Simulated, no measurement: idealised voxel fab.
The process module that follows is named voxel wiring stack.
For reference, the cross-section in this document is cut, with width 275 nm and square cells of 5 nm.
Reading order for cross-sections: top band down to bottom band. Underlying form: a grid of square cells. Band size: one or more rows of cells.
Heights first: top, then bottom, in nm. Then materials, left to right, each with a width in nm. "throughout" on a single material: fills the band edge to edge. "empty": empty space.
Counting heights begins at 0, where everything beneath is, in the wafer as received, one material. The lowest band has no bottom; it goes on downwards, as "z 0 and below" shows.
A two-number width, for instance "30->40", indicates that the width is equal to the first number in the top row of the band and to the second number in the bottom row, and that it changes by a constant amount per row of cells.
When a step is marked "nothing changed", none of the cells in the cross-section changed during that step.
Voids not open to the top, 8 cells minimum: see "Cavities, closed". Written width x height at distance; distance is from the left edge; nm.
Anything after a step's settings on that line? It's the simulator's own note about the step.
overlay nm: mask offset rightward from planned place, masked step; negative means leftward offset.
The planned process steps are enumerated hereunder
1) RECEIVE [material Si]
2) CONFORMAL_DEP [material SiO2] [thk nm 15]
3) CONFORMAL_DEP [material SiCN] [thk nm 5]
4) DIRECTIONAL_DEP [material SiO2] [thk nm 20]
5) DIRECTIONAL_DEP [material aC] [thk nm 15]
6) PATTERN [tone open] [mask id METAL_1] [material resist] [width nm 30] [pitch nm 45] [thk nm 30] [overlay nm 0]
7) DIRECTIONAL_ETCH [etch materials aC] [depth nm 15]
8) STRIP [etch materials resist]
9) DIRECTIONAL_ETCH [etch materials SiO2] [depth nm 20]
10) DIRECTIONAL_ETCH [etch materials SiCN] [depth nm 5]
11) STRIP [etch materials aC]
12) CONFORMAL_DEP [material TiN] [thk nm 5]
13) FILL_DEP [material Cu] [thk nm 5]
14) CMP [height nm 40]
15) CONFORMAL_DEP [material SiCN] [thk nm 5]
16) DIRECTIONAL_DEP [material lowk] [thk nm 30]
17) PATTERN [tone open] [mask id METAL_2] [material resist] [width nm 30] [pitch nm 45] [thk nm 15] [overlay nm 0]
18) DIRECTIONAL_ETCH [etch materials lowk] [depth nm 15]
19) STRIP [etch materials resist]
20) PATTERN [tone open] [mask id METAL_2_HOLES] [material resist] [width nm 15] [pitch nm 90] [thk nm 20] [overlay nm 0]
21) DIRECTIONAL_ETCH [etch materials lowk] [depth nm 15]
22) DIRECTIONAL_ETCH [etch materials SiCN] [depth nm 5]
23) STRIP [etch materials resist]
24) CONFORMAL_DEP [material TiN] [thk nm 5]
25) FILL_DEP [material Cu] [thk nm 5]
26) CMP [height nm 75]
27) CONFORMAL_DEP [material SiCN] [thk nm 5]
28) DIRECTIONAL_DEP [material lowk] [thk nm 25]
29) DIRECTIONAL_DEP [material aC] [thk nm 15]
30) PATTERN [tone open] [mask id METAL_3] [material resist] [width nm 30] [pitch nm 45] [thk nm 30] [overlay nm 0]
31) DIRECTIONAL_ETCH [etch materials aC] [depth nm 15]
32) STRIP [etch materials resist]
33) DIRECTIONAL_ETCH [etch materials lowk] [depth nm 15]
34) STRIP [etch materials aC]
35) DIRECTIONAL_DEP [material aC] [thk nm 10]
36) PATTERN [tone open] [mask id METAL_3_HOLES] [material resist] [width nm 15] [pitch nm 90] [thk nm 25] [overlay nm 0]
37) DIRECTIONAL_ETCH [etch materials aC] [depth nm 10]
38) STRIP [etch materials resist]
39) DIRECTIONAL_ETCH [etch materials lowk] [depth nm 10]
40) DIRECTIONAL_ETCH [etch materials SiCN] [depth nm 5]
41) STRIP [etch materials aC]
42) CONFORMAL_DEP [material TiN] [thk nm 5]
43) FILL_DEP [material Cu] [thk nm 5]
44) CMP [height nm 105]
45) CONFORMAL_DEP [material SiCN] [thk nm 5]
First of two wafers, processed according to plan
Received-state cross-section, reflecting completion of step 1
- z 0 and below  Si throughout
- Cavities, closed: none
After step 2
- z 15 to 0  SiO2 throughout
- Under the height 0 nothing was changed.
After step 3
- z 20 to 15  SiCN throughout
- Under the height 15 nothing was changed.
After step 4
- z 40 to 20  SiO2 throughout
- Under the height 20 nothing was changed.
After step 5
- z 55 to 40  aC throughout
- Under the height 40 nothing was changed.
After step 6
- z 85 to 55  resist=75  empty=30  resist=15  empty=30  resist=15  empty=30  resist=80
- Under the height 55 nothing was changed.
After step 7
- z 70 to 55  resist=75  empty=30  resist=15  empty=30  resist=15  empty=30  resist=80
- z 55 to 40  aC=75  empty=30  aC=15  empty=30  aC=15  empty=30  aC=80
- Under the height 40 nothing was changed.
After step 8
- z 55 to 40  aC=75  empty=30  aC=15  empty=30  aC=15  empty=30  aC=80
- Under the height 40 nothing was changed.
After step 9
- z 55 to 40  aC=75  empty=30  aC=15  empty=30  aC=15  empty=30  aC=80
- z 40 to 20  SiO2=75  empty=30  SiO2=15  empty=30  SiO2=15  empty=30  SiO2=80
- Under the height 20 nothing was changed.
After step 10
- z 55 to 40  aC=75  empty=30  aC=15  empty=30  aC=15  empty=30  aC=80
- z 40 to 20  SiO2=75  empty=30  SiO2=15  empty=30  SiO2=15  empty=30  SiO2=80
- z 20 to 15  SiCN=75  empty=30  SiCN=15  empty=30  SiCN=15  empty=30  SiCN=80
- Under the height 15 nothing was changed.
After step 11
- z 40 to 20  SiO2=75  empty=30  SiO2=15  empty=30  SiO2=15  empty=30  SiO2=80
- Under the height 20 nothing was changed.
After step 12
- z 45 to 40  TiN=80  empty=20  TiN=25  empty=20  TiN=25  empty=20  TiN=85
- z 40 to 20  SiO2=75  TiN=5  empty=20  TiN=5  SiO2=15  TiN=5  empty=20  TiN=5  SiO2=15  TiN=5  empty=20  TiN=5  SiO2=80
- z 20 to 15  SiCN=75  TiN=30  SiCN=15  TiN=30  SiCN=15  TiN=30  SiCN=80
- Under the height 15 nothing was changed.
After step 13
- z 50 to 45  Cu throughout
- z 45 to 40  TiN=80  Cu=20  TiN=25  Cu=20  TiN=25  Cu=20  TiN=85
- z 40 to 20  SiO2=75  TiN=5  Cu=20  TiN=5  SiO2=15  TiN=5  Cu=20  TiN=5  SiO2=15  TiN=5  Cu=20  TiN=5  SiO2=80
- Under the height 20 nothing was changed.
After step 14
- z 40 to 20  SiO2=75  TiN=5  Cu=20  TiN=5  SiO2=15  TiN=5  Cu=20  TiN=5  SiO2=15  TiN=5  Cu=20  TiN=5  SiO2=80
- Under the height 20 nothing was changed.
After step 15
- z 45 to 40  SiCN throughout
- Under the height 40 nothing was changed.
After step 16
- z 75 to 45  lowk throughout
- Under the height 45 nothing was changed.
After step 17
- z 90 to 75  resist=75  empty=30  resist=15  empty=30  resist=15  empty=30  resist=80
- Under the height 75 nothing was changed.
After step 18
- z 90 to 75  resist=75  empty=30  resist=15  empty=30  resist=15  empty=30  resist=80
- z 75 to 60  lowk=75  empty=30  lowk=15  empty=30  lowk=15  empty=30  lowk=80
- Under the height 60 nothing was changed.
After step 19
- z 75 to 60  lowk=75  empty=30  lowk=15  empty=30  lowk=15  empty=30  lowk=80
- Under the height 60 nothing was changed.
After step 20
- z 95 to 75  resist=75  empty=15  resist=75  empty=15  resist=95
- z 75 to 60  lowk=75  empty=15  resist=15  lowk=15  resist=30  lowk=15  empty=15  resist=15  lowk=80
- Under the height 60 nothing was changed.
After step 21
- z 95 to 75  resist=75  empty=15  resist=75  empty=15  resist=95
- z 75 to 60  lowk=75  empty=15  resist=15  lowk=15  resist=30  lowk=15  empty=15  resist=15  lowk=80
- z 60 to 45  lowk=75  empty=15  lowk=75  empty=15  lowk=95
- Under the height 45 nothing was changed.
After step 22
- z 95 to 75  resist=75  empty=15  resist=75  empty=15  resist=95
- z 75 to 60  lowk=75  empty=15  resist=15  lowk=15  resist=30  lowk=15  empty=15  resist=15  lowk=80
- z 60 to 45  lowk=75  empty=15  lowk=75  empty=15  lowk=95
- z 45 to 40  SiCN=75  empty=15  SiCN=75  empty=15  SiCN=95
- Under the height 40 nothing was changed.
After step 23
- z 75 to 60  lowk=75  empty=30  lowk=15  empty=30  lowk=15  empty=30  lowk=80
- Under the height 60 nothing was changed.
After step 24
- z 80 to 75  TiN=80  empty=20  TiN=25  empty=20  TiN=25  empty=20  TiN=85
- z 75 to 65  lowk=75  TiN=5  empty=20  TiN=5  lowk=15  TiN=5  empty=20  TiN=5  lowk=15  TiN=5  empty=20  TiN=5  lowk=80
- z 65 to 60  lowk=75  TiN=5  empty=5  TiN=20  lowk=15  TiN=30  lowk=15  TiN=5  empty=5  TiN=20  lowk=80
- z 60 to 45  lowk=75  TiN=5  empty=5  TiN=5  lowk=75  TiN=5  empty=5  TiN=5  lowk=95
- z 45 to 40  SiCN=75  TiN=15  SiCN=75  TiN=15  SiCN=95
- Under the height 40 nothing was changed.
After step 25
- z 85 to 80  Cu throughout
- z 80 to 75  TiN=80  Cu=20  TiN=25  Cu=20  TiN=25  Cu=20  TiN=85
- z 75 to 65  lowk=75  TiN=5  Cu=20  TiN=5  lowk=15  TiN=5  Cu=20  TiN=5  lowk=15  TiN=5  Cu=20  TiN=5  lowk=80
- z 65 to 60  lowk=75  TiN=5  Cu=5  TiN=20  lowk=15  TiN=30  lowk=15  TiN=5  Cu=5  TiN=20  lowk=80
- z 60 to 45  lowk=75  TiN=5  Cu=5  TiN=5  lowk=75  TiN=5  Cu=5  TiN=5  lowk=95
- Under the height 45 nothing was changed.
After step 26
- z 75 to 65  lowk=75  TiN=5  Cu=20  TiN=5  lowk=15  TiN=5  Cu=20  TiN=5  lowk=15  TiN=5  Cu=20  TiN=5  lowk=80
- Under the height 65 nothing was changed.
After step 27
- z 80 to 75  SiCN throughout
- Under the height 75 nothing was changed.
After step 28
- z 105 to 80  lowk throughout
- Under the height 80 nothing was changed.
After step 29
- z 120 to 105  aC throughout
- Under the height 105 nothing was changed.
After step 30
- z 150 to 120  resist=75  empty=30  resist=15  empty=30  resist=15  empty=30  resist=80
- Under the height 120 nothing was changed.
After step 31
- z 135 to 120  resist=75  empty=30  resist=15  empty=30  resist=15  empty=30  resist=80
- z 120 to 105  aC=75  empty=30  aC=15  empty=30  aC=15  empty=30  aC=80
- Under the height 105 nothing was changed.
After step 32
- z 120 to 105  aC=75  empty=30  aC=15  empty=30  aC=15  empty=30  aC=80
- Under the height 105 nothing was changed.
After step 33
- z 120 to 105  aC=75  empty=30  aC=15  empty=30  aC=15  empty=30  aC=80
- z 105 to 90  lowk=75  empty=30  lowk=15  empty=30  lowk=15  empty=30  lowk=80
- Under the height 90 nothing was changed.
After step 34
- z 105 to 90  lowk=75  empty=30  lowk=15  empty=30  lowk=15  empty=30  lowk=80
- Under the height 90 nothing was changed.
After step 35
- z 115 to 105  aC=75  empty=30  aC=15  empty=30  aC=15  empty=30  aC=80
- z 105 to 100  lowk=75  empty=30  lowk=15  empty=30  lowk=15  empty=30  lowk=80
- z 100 to 90  lowk=75  aC=30  lowk=15  aC=30  lowk=15  aC=30  lowk=80
- Under the height 90 nothing was changed.
After step 36
- z 140 to 115  resist=75  empty=15  resist=75  empty=15  resist=95
- z 115 to 105  aC=75  empty=15  resist=15  aC=15  resist=30  aC=15  empty=15  resist=15  aC=80
- z 105 to 100  lowk=75  empty=15  resist=15  lowk=15  resist=30  lowk=15  empty=15  resist=15  lowk=80
- Under the height 100 nothing was changed.
After step 37
- z 130 to 115  resist=75  empty=15  resist=75  empty=15  resist=95
- z 115 to 105  aC=75  empty=15  resist=15  aC=15  resist=30  aC=15  empty=15  resist=15  aC=80
- z 105 to 100  lowk=75  empty=15  resist=15  lowk=15  resist=30  lowk=15  empty=15  resist=15  lowk=80
- z 100 to 90  lowk=75  empty=15  aC=15  lowk=15  aC=30  lowk=15  empty=15  aC=15  lowk=80
- Under the height 90 nothing was changed.
After step 38
- z 115 to 105  aC=75  empty=30  aC=15  empty=30  aC=15  empty=30  aC=80
- z 105 to 100  lowk=75  empty=30  lowk=15  empty=30  lowk=15  empty=30  lowk=80
- Under the height 100 nothing was changed.
After step 39
- z 115 to 105  aC=75  empty=30  aC=15  empty=30  aC=15  empty=30  aC=80
- z 105 to 100  lowk=75  empty=30  lowk=15  empty=30  lowk=15  empty=30  lowk=80
- z 100 to 90  lowk=75  empty=15  aC=15  lowk=15  aC=30  lowk=15  empty=15  aC=15  lowk=80
- z 90 to 80  lowk=75  empty=15  lowk=75  empty=15  lowk=95
- Under the height 80 nothing was changed.
After step 40
- z 115 to 105  aC=75  empty=30  aC=15  empty=30  aC=15  empty=30  aC=80
- z 105 to 100  lowk=75  empty=30  lowk=15  empty=30  lowk=15  empty=30  lowk=80
- z 100 to 90  lowk=75  empty=15  aC=15  lowk=15  aC=30  lowk=15  empty=15  aC=15  lowk=80
- z 90 to 80  lowk=75  empty=15  lowk=75  empty=15  lowk=95
- z 80 to 75  SiCN=75  empty=15  SiCN=75  empty=15  SiCN=95
- Under the height 75 nothing was changed.
After step 41
- z 105 to 90  lowk=75  empty=30  lowk=15  empty=30  lowk=15  empty=30  lowk=80
- Under the height 90 nothing was changed.
After step 42
- z 110 to 105  TiN=80  empty=20  TiN=25  empty=20  TiN=25  empty=20  TiN=85
- z 105 to 95  lowk=75  TiN=5  empty=20  TiN=5  lowk=15  TiN=5  empty=20  TiN=5  lowk=15  TiN=5  empty=20  TiN=5  lowk=80
- z 95 to 90  lowk=75  TiN=5  empty=5  TiN=20  lowk=15  TiN=30  lowk=15  TiN=5  empty=5  TiN=20  lowk=80
- z 90 to 80  lowk=75  TiN=5  empty=5  TiN=5  lowk=75  TiN=5  empty=5  TiN=5  lowk=95
- z 80 to 75  SiCN=75  TiN=15  SiCN=75  TiN=15  SiCN=95
- Under the height 75 nothing was changed.
After step 43
- z 115 to 110  Cu throughout
- z 110 to 105  TiN=80  Cu=20  TiN=25  Cu=20  TiN=25  Cu=20  TiN=85
- z 105 to 95  lowk=75  TiN=5  Cu=20  TiN=5  lowk=15  TiN=5  Cu=20  TiN=5  lowk=15  TiN=5  Cu=20  TiN=5  lowk=80
- z 95 to 90  lowk=75  TiN=5  Cu=5  TiN=20  lowk=15  TiN=30  lowk=15  TiN=5  Cu=5  TiN=20  lowk=80
- z 90 to 80  lowk=75  TiN=5  Cu=5  TiN=5  lowk=75  TiN=5  Cu=5  TiN=5  lowk=95
- Under the height 80 nothing was changed.
After step 44
- z 105 to 95  lowk=75  TiN=5  Cu=20  TiN=5  lowk=15  TiN=5  Cu=20  TiN=5  lowk=15  TiN=5  Cu=20  TiN=5  lowk=80
- Under the height 95 nothing was changed.
After step 45
- z 110 to 105  SiCN throughout
- Under the height 105 nothing was changed.
Okay, second wafer. Nothing different at the start, nothing different in the plan, just one mistake somewhere in the running. As far as step 1, counting that step, it's the first wafer all over again
Second wafer, cut view, end of step 2 per plan
- z 5 to 0  SiCN throughout
- Under the height 0 nothing was changed.
Second wafer, cut view, end of step 3 per plan
- z 20 to 5  SiO2 throughout
- Under the height 5 nothing was changed.
Second wafer, cut view, end of step 4 per plan
- z 40 to 5  SiO2 throughout
- Under the height 5 nothing was changed.
Second wafer, cut view, end of step 5 per plan
- z 55 to 40  aC throughout
- Under the height 40 nothing was changed.
Second wafer, cut view, end of step 6 per plan
- z 85 to 55  resist=75  empty=30  resist=15  empty=30  resist=15  empty=30  resist=80
- Under the height 55 nothing was changed.
Second wafer, cut view, end of step 7 per plan
- z 70 to 55  resist=75  empty=30  resist=15  empty=30  resist=15  empty=30  resist=80
- z 55 to 40  aC=75  empty=30  aC=15  empty=30  aC=15  empty=30  aC=80
- Under the height 40 nothing was changed.
Second wafer, cut view, end of step 8 per plan
- z 55 to 40  aC=75  empty=30  aC=15  empty=30  aC=15  empty=30  aC=80
- Under the height 40 nothing was changed.
Second wafer, cut view, end of step 9 per plan
- z 55 to 40  aC=75  empty=30  aC=15  empty=30  aC=15  empty=30  aC=80
- z 40 to 20  SiO2=75  empty=30  SiO2=15  empty=30  SiO2=15  empty=30  SiO2=80
- Under the height 20 nothing was changed.
Second wafer, cut view, end of step 10 per plan: nothing changed
Second wafer, cut view, end of step 11 per plan
- z 40 to 20  SiO2=75  empty=30  SiO2=15  empty=30  SiO2=15  empty=30  SiO2=80
- Under the height 20 nothing was changed.
Second wafer, cut view, end of step 12 per plan
- z 45 to 40  TiN=80  empty=20  TiN=25  empty=20  TiN=25  empty=20  TiN=85
- z 40 to 25  SiO2=75  TiN=5  empty=20  TiN=5  SiO2=15  TiN=5  empty=20  TiN=5  SiO2=15  TiN=5  empty=20  TiN=5  SiO2=80
- z 25 to 20  SiO2=75  TiN=30  SiO2=15  TiN=30  SiO2=15  TiN=30  SiO2=80
- Under the height 20 nothing was changed.
Second wafer, cut view, end of step 13 per plan
- z 50 to 45  Cu throughout
- z 45 to 40  TiN=80  Cu=20  TiN=25  Cu=20  TiN=25  Cu=20  TiN=85
- z 40 to 25  SiO2=75  TiN=5  Cu=20  TiN=5  SiO2=15  TiN=5  Cu=20  TiN=5  SiO2=15  TiN=5  Cu=20  TiN=5  SiO2=80
- Under the height 25 nothing was changed.
Second wafer, cut view, end of step 14 per plan
- z 40 to 25  SiO2=75  TiN=5  Cu=20  TiN=5  SiO2=15  TiN=5  Cu=20  TiN=5  SiO2=15  TiN=5  Cu=20  TiN=5  SiO2=80
- Under the height 25 nothing was changed.
Second wafer, cut view, end of step 15 per plan
- z 45 to 40  SiCN throughout
- Under the height 40 nothing was changed.
Second wafer, cut view, end of step 16 per plan
- z 75 to 45  lowk throughout
- Under the height 45 nothing was changed.
Second wafer, cut view, end of step 17 per plan
- z 90 to 75  resist=75  empty=30  resist=15  empty=30  resist=15  empty=30  resist=80
- Under the height 75 nothing was changed.
Second wafer, cut view, end of step 18 per plan
- z 90 to 75  resist=75  empty=30  resist=15  empty=30  resist=15  empty=30  resist=80
- z 75 to 60  lowk=75  empty=30  lowk=15  empty=30  lowk=15  empty=30  lowk=80
- Under the height 60 nothing was changed.
Second wafer, cut view, end of step 19 per plan
- z 75 to 60  lowk=75  empty=30  lowk=15  empty=30  lowk=15  empty=30  lowk=80
- Under the height 60 nothing was changed.
Second wafer, cut view, end of step 20 per plan
- z 95 to 75  resist=75  empty=15  resist=75  empty=15  resist=95
- z 75 to 60  lowk=75  empty=15  resist=15  lowk=15  resist=30  lowk=15  empty=15  resist=15  lowk=80
- Under the height 60 nothing was changed.
Second wafer, cut view, end of step 21 per plan
- z 95 to 75  resist=75  empty=15  resist=75  empty=15  resist=95
- z 75 to 60  lowk=75  empty=15  resist=15  lowk=15  resist=30  lowk=15  empty=15  resist=15  lowk=80
- z 60 to 45  lowk=75  empty=15  lowk=75  empty=15  lowk=95
- Under the height 45 nothing was changed.
Second wafer, cut view, end of step 22 per plan
- z 95 to 75  resist=75  empty=15  resist=75  empty=15  resist=95
- z 75 to 60  lowk=75  empty=15  resist=15  lowk=15  resist=30  lowk=15  empty=15  resist=15  lowk=80
- z 60 to 45  lowk=75  empty=15  lowk=75  empty=15  lowk=95
- z 45 to 40  SiCN=75  empty=15  SiCN=75  empty=15  SiCN=95
- Under the height 40 nothing was changed.
Second wafer, cut view, end of step 23 per plan
- z 75 to 60  lowk=75  empty=30  lowk=15  empty=30  lowk=15  empty=30  lowk=80
- Under the height 60 nothing was changed.
Second wafer, cut view, end of step 24 per plan
- z 80 to 75  TiN=80  empty=20  TiN=25  empty=20  TiN=25  empty=20  TiN=85
- z 75 to 65  lowk=75  TiN=5  empty=20  TiN=5  lowk=15  TiN=5  empty=20  TiN=5  lowk=15  TiN=5  empty=20  TiN=5  lowk=80
- z 65 to 60  lowk=75  TiN=5  empty=5  TiN=20  lowk=15  TiN=30  lowk=15  TiN=5  empty=5  TiN=20  lowk=80
- z 60 to 45  lowk=75  TiN=5  empty=5  TiN=5  lowk=75  TiN=5  empty=5  TiN=5  lowk=95
- z 45 to 40  SiCN=75  TiN=15  SiCN=75  TiN=15  SiCN=95
- Under the height 40 nothing was changed.
Second wafer, cut view, end of step 25 per plan
- z 85 to 80  Cu throughout
- z 80 to 75  TiN=80  Cu=20  TiN=25  Cu=20  TiN=25  Cu=20  TiN=85
- z 75 to 65  lowk=75  TiN=5  Cu=20  TiN=5  lowk=15  TiN=5  Cu=20  TiN=5  lowk=15  TiN=5  Cu=20  TiN=5  lowk=80
- z 65 to 60  lowk=75  TiN=5  Cu=5  TiN=20  lowk=15  TiN=30  lowk=15  TiN=5  Cu=5  TiN=20  lowk=80
- z 60 to 45  lowk=75  TiN=5  Cu=5  TiN=5  lowk=75  TiN=5  Cu=5  TiN=5  lowk=95
- Under the height 45 nothing was changed.
Second wafer, cut view, end of step 26 per plan
- z 75 to 65  lowk=75  TiN=5  Cu=20  TiN=5  lowk=15  TiN=5  Cu=20  TiN=5  lowk=15  TiN=5  Cu=20  TiN=5  lowk=80
- Under the height 65 nothing was changed.
Second wafer, cut view, end of step 27 per plan
- z 80 to 75  SiCN throughout
- Under the height 75 nothing was changed.
Second wafer, cut view, end of step 28 per plan
- z 105 to 80  lowk throughout
- Under the height 80 nothing was changed.
Second wafer, cut view, end of step 29 per plan
- z 120 to 105  aC throughout
- Under the height 105 nothing was changed.
Second wafer, cut view, end of step 30 per plan
- z 150 to 120  resist=75  empty=30  resist=15  empty=30  resist=15  empty=30  resist=80
- Under the height 120 nothing was changed.
Second wafer, cut view, end of step 31 per plan
- z 135 to 120  resist=75  empty=30  resist=15  empty=30  resist=15  empty=30  resist=80
- z 120 to 105  aC=75  empty=30  aC=15  empty=30  aC=15  empty=30  aC=80
- Under the height 105 nothing was changed.
Second wafer, cut view, end of step 32 per plan
- z 120 to 105  aC=75  empty=30  aC=15  empty=30  aC=15  empty=30  aC=80
- Under the height 105 nothing was changed.
Second wafer, cut view, end of step 33 per plan
- z 120 to 105  aC=75  empty=30  aC=15  empty=30  aC=15  empty=30  aC=80
- z 105 to 90  lowk=75  empty=30  lowk=15  empty=30  lowk=15  empty=30  lowk=80
- Under the height 90 nothing was changed.
Second wafer, cut view, end of step 34 per plan
- z 105 to 90  lowk=75  empty=30  lowk=15  empty=30  lowk=15  empty=30  lowk=80
- Under the height 90 nothing was changed.
Second wafer, cut view, end of step 35 per plan
- z 115 to 105  aC=75  empty=30  aC=15  empty=30  aC=15  empty=30  aC=80
- z 105 to 100  lowk=75  empty=30  lowk=15  empty=30  lowk=15  empty=30  lowk=80
- z 100 to 90  lowk=75  aC=30  lowk=15  aC=30  lowk=15  aC=30  lowk=80
- Under the height 90 nothing was changed.
Second wafer, cut view, end of step 36 per plan
- z 140 to 115  resist=75  empty=15  resist=75  empty=15  resist=95
- z 115 to 105  aC=75  empty=15  resist=15  aC=15  resist=30  aC=15  empty=15  resist=15  aC=80
- z 105 to 100  lowk=75  empty=15  resist=15  lowk=15  resist=30  lowk=15  empty=15  resist=15  lowk=80
- Under the height 100 nothing was changed.
Second wafer, cut view, end of step 37 per plan
- z 130 to 115  resist=75  empty=15  resist=75  empty=15  resist=95
- z 115 to 105  aC=75  empty=15  resist=15  aC=15  resist=30  aC=15  empty=15  resist=15  aC=80
- z 105 to 100  lowk=75  empty=15  resist=15  lowk=15  resist=30  lowk=15  empty=15  resist=15  lowk=80
- z 100 to 90  lowk=75  empty=15  aC=15  lowk=15  aC=30  lowk=15  empty=15  aC=15  lowk=80
- Under the height 90 nothing was changed.
Second wafer, cut view, end of step 38 per plan
- z 115 to 105  aC=75  empty=30  aC=15  empty=30  aC=15  empty=30  aC=80
- z 105 to 100  lowk=75  empty=30  lowk=15  empty=30  lowk=15  empty=30  lowk=80
- Under the height 100 nothing was changed.
Second wafer, cut view, end of step 39 per plan
- z 115 to 105  aC=75  empty=30  aC=15  empty=30  aC=15  empty=30  aC=80
- z 105 to 100  lowk=75  empty=30  lowk=15  empty=30  lowk=15  empty=30  lowk=80
- z 100 to 90  lowk=75  empty=15  aC=15  lowk=15  aC=30  lowk=15  empty=15  aC=15  lowk=80
- z 90 to 80  lowk=75  empty=15  lowk=75  empty=15  lowk=95
- Under the height 80 nothing was changed.
Second wafer, cut view, end of step 40 per plan
- z 115 to 105  aC=75  empty=30  aC=15  empty=30  aC=15  empty=30  aC=80
- z 105 to 100  lowk=75  empty=30  lowk=15  empty=30  lowk=15  empty=30  lowk=80
- z 100 to 90  lowk=75  empty=15  aC=15  lowk=15  aC=30  lowk=15  empty=15  aC=15  lowk=80
- z 90 to 80  lowk=75  empty=15  lowk=75  empty=15  lowk=95
- z 80 to 75  SiCN=75  empty=15  SiCN=75  empty=15  SiCN=95
- Under the height 75 nothing was changed.
Second wafer, cut view, end of step 41 per plan
- z 105 to 90  lowk=75  empty=30  lowk=15  empty=30  lowk=15  empty=30  lowk=80
- Under the height 90 nothing was changed.
Second wafer, cut view, end of step 42 per plan
- z 110 to 105  TiN=80  empty=20  TiN=25  empty=20  TiN=25  empty=20  TiN=85
- z 105 to 95  lowk=75  TiN=5  empty=20  TiN=5  lowk=15  TiN=5  empty=20  TiN=5  lowk=15  TiN=5  empty=20  TiN=5  lowk=80
- z 95 to 90  lowk=75  TiN=5  empty=5  TiN=20  lowk=15  TiN=30  lowk=15  TiN=5  empty=5  TiN=20  lowk=80
- z 90 to 80  lowk=75  TiN=5  empty=5  TiN=5  lowk=75  TiN=5  empty=5  TiN=5  lowk=95
- z 80 to 75  SiCN=75  TiN=15  SiCN=75  TiN=15  SiCN=95
- Under the height 75 nothing was changed.
Second wafer, cut view, end of step 43 per plan
- z 115 to 110  Cu throughout
- z 110 to 105  TiN=80  Cu=20  TiN=25  Cu=20  TiN=25  Cu=20  TiN=85
- z 105 to 95  lowk=75  TiN=5  Cu=20  TiN=5  lowk=15  TiN=5  Cu=20  TiN=5  lowk=15  TiN=5  Cu=20  TiN=5  lowk=80
- z 95 to 90  lowk=75  TiN=5  Cu=5  TiN=20  lowk=15  TiN=30  lowk=15  TiN=5  Cu=5  TiN=20  lowk=80
- z 90 to 80  lowk=75  TiN=5  Cu=5  TiN=5  lowk=75  TiN=5  Cu=5  TiN=5  lowk=95
- Under the height 80 nothing was changed.
Second wafer, cut view, end of step 44 per plan
- z 105 to 95  lowk=75  TiN=5  Cu=20  TiN=5  lowk=15  TiN=5  Cu=20  TiN=5  lowk=15  TiN=5  Cu=20  TiN=5  lowk=80
- Under the height 95 nothing was changed.
Second wafer, cut view, end of step 45 per plan
- z 110 to 105  SiCN throughout
- Under the height 105 nothing was changed.
Want to know what went wrong? a sequencing error occurred in which plan steps 2 and 3 were transposed
Bottom line after processing is that, in cells, the second wafer is up or down on some materials versus the first: 12 fewer of Cu; 18 more of SiCN; 6 fewer of TiN
